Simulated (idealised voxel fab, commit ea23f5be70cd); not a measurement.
process module | voxel gate over fins
Section cut is 270 nm wide and gridded with 5 nm square cells.
How to read a cross-section here: the picture is a grid of square cells, written as bands going from the top down, and any band can span one or more rows of cells.
Basically the band line says how high the top is and how high the bottom is, in nm, and then what's in it from left to right, every material with its width in nm. Empty space shows up as "blank", and if a single material carries "throughout" it runs the full band edge to edge.
Height is counted from the level 0, under which the received wafer is composed throughout of one material. The lowest of the bands is not closed at the bottom but continues downward, in the notation "top 0, no bottom".
Top row gets the first number, bottom row gets the second, and each row in between changes by the same step: that is how a band width like "30..40" works.
A step reported as "left unchanged" is a step in which no cell of the cross-section changed.
Under "Closed void table" you'll find the enclosed gaps, the ones with no way out to the top, that are 8 cells or bigger; each reads width x height at distance, with distance counted from the left edge, everything in nm.
Past the settings on a step's line: simulator remark, on that step.
overlay nm: for a step with a mask, the amount by which the mask lay right of where it was planned; a negative amount means left of it.
## Process steps foreseen in the plan
| 1 | RECEIVE,material Si |
| 2 | CONFORMAL_DEP,material SiN,thk nm 10 |
| 3 | PATTERN,tone cover,mask id FINS,material resist,width nm 15,pitch nm 40,thk nm 20,overlay nm 0 |
| 4 | DIRECTIONAL_ETCH,etch materials SiN,depth nm 10 |
| 5 | DIRECTIONAL_ETCH,etch materials Si,depth nm 35 |
| 6 | STRIP,etch materials resist |
| 7 | FILL_DEP,material SiO2,thk nm 15 |
| 8 | CMP,height nm 0 |
| 9 | SELECTIVE_ETCH,etch materials SiO2,depth nm 20 |
| 10 | STRIP,etch materials SiN |
| 11 | CONFORMAL_DEP,material HfO2,thk nm 5 |
| 12 | CONFORMAL_DEP,material TiN,thk nm 5 |
| 13 | CONFORMAL_DEP,material TiAl,thk nm 5 |
| 14 | CONFORMAL_DEP,material TiN,thk nm 5 |
| 15 | FILL_DEP,material W,thk nm 10 |
| 16 | CMP,height nm 25 |
| 17 | CONFORMAL_DEP,material SiCN,thk nm 10 |
The wafers are alike at the start. At step 8, their height nm differs. The plan lists the first wafer's value.
## Cross-sectional view of the first of several wafers in the as-received condition, corresponding to the state following step 1
    top 0, no bottom = Si throughout
    Closed void table: none
## The figure below presents a cross-section of the first of several wafers at the conclusion of the module, following its last step, step 17
    top 35, bottom 25 = SiCN throughout
    top 25, bottom 20 = W throughout
    top 20, bottom 15 = W 65 / TiN 135 / W 70
    top 15, bottom 10 = W 65 / TiN 5 / TiAl 125 / TiN 5 / W 70
    top 10, bottom 5 = W 65 / TiN 5 / TiAl 5 / TiN 35 / TiAl 5 / TiN 35 / TiAl 5 / TiN 35 / TiAl 5 / TiN 5 / W 70
    top 5, bottom 0 = W 65 / TiN 5 / TiAl 5 / TiN 5 / HfO2 25 / TiN 5 / TiAl 5 / TiN 5 / HfO2 25 / TiN 5 / TiAl 5 / TiN 5 / HfO2 25 / TiN 5 / TiAl 5 / TiN 5 / W 70
    top 0, bottom -5 = TiN 70 / TiAl 5 / TiN 5 / HfO2 5 / Si 15 / HfO2 5 / TiN 5 / TiAl 5 / TiN 5 / HfO2 5 / Si 15 / HfO2 5 / TiN 5 / TiAl 5 / TiN 5 / HfO2 5 / Si 15 / HfO2 5 / TiN 5 / TiAl 5 / TiN 75
    top -5, bottom -10 = TiAl 75 / TiN 5 / HfO2 5 / Si 15 / HfO2 5 / TiN 5 / TiAl 5 / TiN 5 / HfO2 5 / Si 15 / HfO2 5 / TiN 5 / TiAl 5 / TiN 5 / HfO2 5 / Si 15 / HfO2 5 / TiN 5 / TiAl 80
    top -10, bottom -15 = TiN 80 / HfO2 5 / Si 15 / HfO2 5 / TiN 15 / HfO2 5 / Si 15 / HfO2 5 / TiN 15 / HfO2 5 / Si 15 / HfO2 5 / TiN 85
    top -15, bottom -20 = HfO2 85 / Si 15 / HfO2 25 / Si 15 / HfO2 25 / Si 15 / HfO2 90
    top -20, bottom -35 = SiO2 85 / Si 15 / SiO2 25 / Si 15 / SiO2 25 / Si 15 / SiO2 90
    top -35, no bottom = Si throughout
    Closed void table: none
## Showing the last wafer in cross-section at the end of the module
    top 35, bottom 25 = SiCN throughout
    top 25, bottom 20 = TiN throughout
    top 20, bottom 15 = TiAl throughout
    top 15, bottom 10 = TiN throughout
    top 10, bottom 5 = HfO2 90 / TiN 5 / HfO2 35 / TiN 5 / HfO2 35 / TiN 5 / HfO2 95
    top 5, bottom 0 = SiO2 85 / HfO2 15 / SiO2 25 / HfO2 15 / SiO2 25 / HfO2 15 / SiO2 90
    top 0, bottom -35 = SiO2 85 / Si 15 / SiO2 25 / Si 15 / SiO2 25 / Si 15 / SiO2 90
    top -35, no bottom = Si throughout
    Closed void table: none
## Note: the following table is arranged by wafer, a row apiece. Each row reports the end-of-module state: per material, cells gained (+) or cells lost (-) compared with the wafer as received; closed voids follow
height nm 0; +78 HfO2; -315 Si; +108 SiCN; +135 SiO2; +70 TiAl; +140 TiN; +162 W; Closed void table: none
height nm 5; +72 HfO2; -315 Si; +108 SiCN; +180 SiO2; +66 TiAl; +132 TiN; +135 W; Closed void table: none
height nm 10; +66 HfO2; -315 Si; +108 SiCN; +225 SiO2; +62 TiAl; +124 TiN; +108 W; Closed void table: none
height nm 15; +60 HfO2; -315 Si; +108 SiCN; +270 SiO2; +58 TiAl; +116 TiN; +81 W; Closed void table: none
height nm 20; +54 HfO2; -315 Si; +108 SiCN; +315 SiO2; +54 TiAl; +108 TiN; +54 W; Closed void table: none
height nm 25; +60 HfO2; -315 Si; +108 SiCN; +360 SiO2; +54 TiAl; +111 TiN; Closed void table: none
